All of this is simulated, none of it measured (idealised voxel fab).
process module | voxel air gaps
cross-section cut | 265 nm wide | cells 5 nm
A cross-section is a grid of square cells, given in bands from the top down. A band is one or more rows of cells.
Each band's line starts with the height of the band's top and of its bottom, in nm. Then come its materials from left to right, each with its width in nm. One material with "throughout" fills the band from edge to edge. "air" is empty space.
Height 0 is the level under which the wafer as received is all one material. The lowest band goes on downwards, as in "0 down".
A width such as "30 to 40" changes by the same amount from each row of cells to the next, from the band's top row to its bottom row.
"no change" after a step means that no cell of the cross-section changed.
closed voids: empty space of 8 cells or more with no open way to the top, each as width x height at its distance from the left edge, in nm
after a step's settings: what the simulator itself notes on the step
overlay nm, on a step with a mask: how far to the right of its planned place the mask lay; to the left if negative
plan
1 op RECEIVE | material Si
2 op CONFORMAL_DEP | material SiO2 | thk nm 10
3 op CONFORMAL_DEP | material SiCN | thk nm 5
4 op DIRECTIONAL_DEP | material lowk | thk nm 40
5 op PATTERN | tone open | mask id LINES | material resist | width nm 20 | pitch nm 45 | thk nm 15 | overlay nm 0
6 op DIRECTIONAL_ETCH | etch materials lowk | depth nm 40
7 op STRIP | etch materials resist
8 op CONFORMAL_DEP | material TiN | thk nm 5
9 op FILL_DEP | material W | thk nm 5
10 op CMP | height nm 55
11 op EPI | material Ru | thk nm 10
12 op SELECTIVE_ETCH | etch materials lowk | depth nm 50
13 op CONFORMAL_DEP | material SiCN | thk nm 5
first wafer, as planned
as received, after step 1
  0 down: Si throughout
  closed voids: none
after step 2
  10 to 0: SiO2 throughout
  below 0: unchanged
after step 3
  15 to 10: SiCN throughout
  below 10: unchanged
after step 4
  55 to 15: lowk throughout
  below 15: unchanged
after step 5
  70 to 55: resist 55 | air 20 | resist 25 | air 20 | resist 25 | air 20 | resist 25 | air 20 | resist 55
  below 55: unchanged
after step 6
  70 to 55: resist 55 | air 20 | resist 25 | air 20 | resist 25 | air 20 | resist 25 | air 20 | resist 55
  55 to 15: lowk 55 | air 20 | lowk 25 | air 20 | lowk 25 | air 20 | lowk 25 | air 20 | lowk 55
  below 15: unchanged
after step 7
  55 to 15: lowk 55 | air 20 | lowk 25 | air 20 | lowk 25 | air 20 | lowk 25 | air 20 | lowk 55
  below 15: unchanged
after step 8
  60 to 55: TiN 60 | air 10 | TiN 35 | air 10 | TiN 35 | air 10 | TiN 35 | air 10 | TiN 60
  55 to 20: lowk 55 | TiN 5 | air 10 | TiN 5 | lowk 25 | TiN 5 | air 10 | TiN 5 | lowk 25 | TiN 5 | air 10 | TiN 5 | lowk 25 | TiN 5 | air 10 | TiN 5 | lowk 55
  20 to 15: lowk 55 | TiN 20 | lowk 25 | TiN 20 | lowk 25 | TiN 20 | lowk 25 | TiN 20 | lowk 55
  below 15: unchanged
after step 9
  65 to 60: W throughout
  60 to 55: TiN 60 | W 10 | TiN 35 | W 10 | TiN 35 | W 10 | TiN 35 | W 10 | TiN 60
  55 to 20: lowk 55 | TiN 5 | W 10 | TiN 5 | lowk 25 | TiN 5 | W 10 | TiN 5 | lowk 25 | TiN 5 | W 10 | TiN 5 | lowk 25 | TiN 5 | W 10 | TiN 5 | lowk 55
  below 20: unchanged
after step 10
  55 to 20: lowk 55 | TiN 5 | W 10 | TiN 5 | lowk 25 | TiN 5 | W 10 | TiN 5 | lowk 25 | TiN 5 | W 10 | TiN 5 | lowk 25 | TiN 5 | W 10 | TiN 5 | lowk 55
  below 20: unchanged
after step 11
  65 to 55: air 45 | Ru 40 | air 5 | Ru 40 | air 5 | Ru 40 | air 5 | Ru 40 | air 45
  below 55: unchanged
after step 12
  65 to 55: air 45 | Ru 40 | air 5 | Ru 40 | air 5 | Ru 40 | air 5 | Ru 40 | air 45
  55 to 20: air 55 | TiN 5 | W 10 | TiN 5 | air 25 | TiN 5 | W 10 | TiN 5 | air 25 | TiN 5 | W 10 | TiN 5 | air 25 | TiN 5 | W 10 | TiN 5 | air 55
  20 to 15: air 55 | TiN 20 | air 25 | TiN 20 | air 25 | TiN 20 | air 25 | TiN 20 | air 55
  below 15: unchanged
after step 13
  70 to 65: air 40 | SiCN 185 | air 40
  65 to 55: air 40 | SiCN 5 | Ru 40 | SiCN 5 | Ru 40 | SiCN 5 | Ru 40 | SiCN 5 | Ru 40 | SiCN 5 | air 40
  55 to 50: air 40 | SiCN 15 | TiN 5 | W 10 | TiN 5 | SiCN 25 | TiN 5 | W 10 | TiN 5 | SiCN 25 | TiN 5 | W 10 | TiN 5 | SiCN 25 | TiN 5 | W 10 | TiN 5 | SiCN 15 | air 40
  50 to 20: air 50 | SiCN 5 | TiN 5 | W 10 | TiN 5 | SiCN 5 | air 15 | SiCN 5 | TiN 5 | W 10 | TiN 5 | SiCN 5 | air 15 | SiCN 5 | TiN 5 | W 10 | TiN 5 | SiCN 5 | air 15 | SiCN 5 | TiN 5 | W 10 | TiN 5 | SiCN 5 | air 50
  20 to 15: SiCN 55 | TiN 20 | SiCN 25 | TiN 20 | SiCN 25 | TiN 20 | SiCN 25 | TiN 20 | SiCN 55
  below 15: unchanged
  closed voids: 15 x 30 at 80; 15 x 30 at 125; 15 x 30 at 170
second wafer: like start, like plan, one mistake. Through step 12 it matches the first wafer
when step 13 should have ended
  70 to 65: air 40 | W 185 | air 40
  65 to 55: air 40 | W 5 | Ru 40 | W 5 | Ru 40 | W 5 | Ru 40 | W 5 | Ru 40 | W 5 | air 40
  55 to 50: air 40 | W 15 | TiN 5 | W 10 | TiN 5 | W 25 | TiN 5 | W 10 | TiN 5 | W 25 | TiN 5 | W 10 | TiN 5 | W 25 | TiN 5 | W 10 | TiN 5 | W 15 | air 40
  50 to 20: air 50 | W 5 | TiN 5 | W 10 | TiN 5 | W 5 | air 15 | W 5 | TiN 5 | W 10 | TiN 5 | W 5 | air 15 | W 5 | TiN 5 | W 10 | TiN 5 | W 5 | air 15 | W 5 | TiN 5 | W 10 | TiN 5 | W 5 | air 50
  20 to 15: W 55 | TiN 20 | W 25 | TiN 20 | W 25 | TiN 20 | W 25 | TiN 20 | W 55
  below 15: unchanged
  closed voids: 15 x 30 at 80; 15 x 30 at 125; 15 x 30 at 170
what went wrong: step 13 ran as: op CONFORMAL_DEP | material W | thk nm 5
at the end the second wafer has, in cells: 153 fewer of SiCN | 153 more of W
